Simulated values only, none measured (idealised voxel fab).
Documented hereafter: the process module known as voxel plated lines.
The cross-section shown here is cut; it is 260 nm wide and divided into square cells measuring 5 nm on a side.
Bands, listed from the top down, are how a cross-section gets written in this document; the cross-section itself is a grid of square cells, and a band is one or more rows of them. Band: top and bottom heights (nm) first, top before bottom; then materials from left to right, widths in nm. "throughout" marks a sole material filling the band edge to edge. "blank" denotes empty space. Basically, 0 is our baseline, since under it the wafer straight out of the box is all one material. The bottom band has no lower end and keeps on going down, so it looks like "0 -> down". The two numbers in a width such as "30 to 40" mark its ends across the band: the first belongs to the top row of cells, the second to the bottom row, and from each row to the next the width moves by the same amount. Given "remained unchanged" for a step, no cell of the cross-section differs between before and after that step. Sealed void inventory: empty space of 8 cells or more with no open way to the top, each as width x height at its distance from the left edge, in nm. Where a step's line continues beyond its settings, the continuation is a remark by the simulator itself on that step. overlay nm: step with mask; distance mask lay right of planned place; negative value = left of planned place.
## So here's the lineup of process steps we planned
| 1 | RECEIVE,material Si |
| 2 | CONFORMAL_DEP,material SiO2,thk nm 10 |
| 3 | DIRECTIONAL_DEP,material TiN,thk nm 5 |
| 4 | PATTERN,tone open,mask id LINES,material resist,width nm 20,pitch nm 35,thk nm 35,overlay nm 0 |
| 5 | EPI,material Ru,thk nm 10 |
| 6 | EPI,material Ru,thk nm 5 |
| 7 | EPI,material Ru,thk nm 5 |
| 8 | STRIP,etch materials resist |
| 9 | DIRECTIONAL_ETCH,etch materials TiN,depth nm 5 |
| 10 | CONFORMAL_DEP,material SiN,thk nm 5 |
Don't read the plan's thk nm for step 10 as applying to every wafer: that's the first wafer's value, and the wafers differ in it, though they all start identical.
## Cut through the first of several wafers as received, post step 1
- 0 -> down  Si throughout
- Sealed void inventory: none
## First of several wafers: cross-section at the end of the module, after step 10, its last step
- 40 -> 35  blank=80; SiN=30; blank=5; SiN=30; blank=5; SiN=30; blank=80
- 35 -> 15  blank=80; SiN=5; Ru=20; SiN=5; blank=5; SiN=5; Ru=20; SiN=5; blank=5; SiN=5; Ru=20; SiN=5; blank=80
- 15 -> 10  SiN=85; TiN=20; SiN=15; TiN=20; SiN=15; TiN=20; SiN=85
- 10 -> 0  SiO2 throughout
- 0 -> down  Si throughout
- Sealed void inventory: none
## last wafer at the end
- 55 -> 35  blank=65; SiN=130; blank=65
- 35 -> 30  blank=65; SiN=20; Ru=20; SiN=15; Ru=20; SiN=15; Ru=20; SiN=20; blank=65
- 30 -> 15  SiN=85; Ru=20; SiN=15; Ru=20; SiN=15; Ru=20; SiN=85
- 15 -> 10  SiN=85; TiN=20; SiN=15; TiN=20; SiN=15; TiN=20; SiN=85
- 10 -> 0  SiO2 throughout
- 0 -> down  Si throughout
- Sealed void inventory: none
## Each row below is a wafer at the end of the module, listing for every material the number of cells it has gained (+) or lost (-) since it was received, followed by its closed voids
thk nm 5 | +48 Ru | +82 SiN | +104 SiO2 | +12 TiN | Sealed void inventory: none
thk nm 10 | +48 Ru | +154 SiN | +104 SiO2 | +12 TiN | Sealed void inventory: none
thk nm 15 | +48 Ru | +216 SiN | +104 SiO2 | +12 TiN | Sealed void inventory: none
thk nm 20 | +48 Ru | +278 SiN | +104 SiO2 | +12 TiN | Sealed void inventory: none
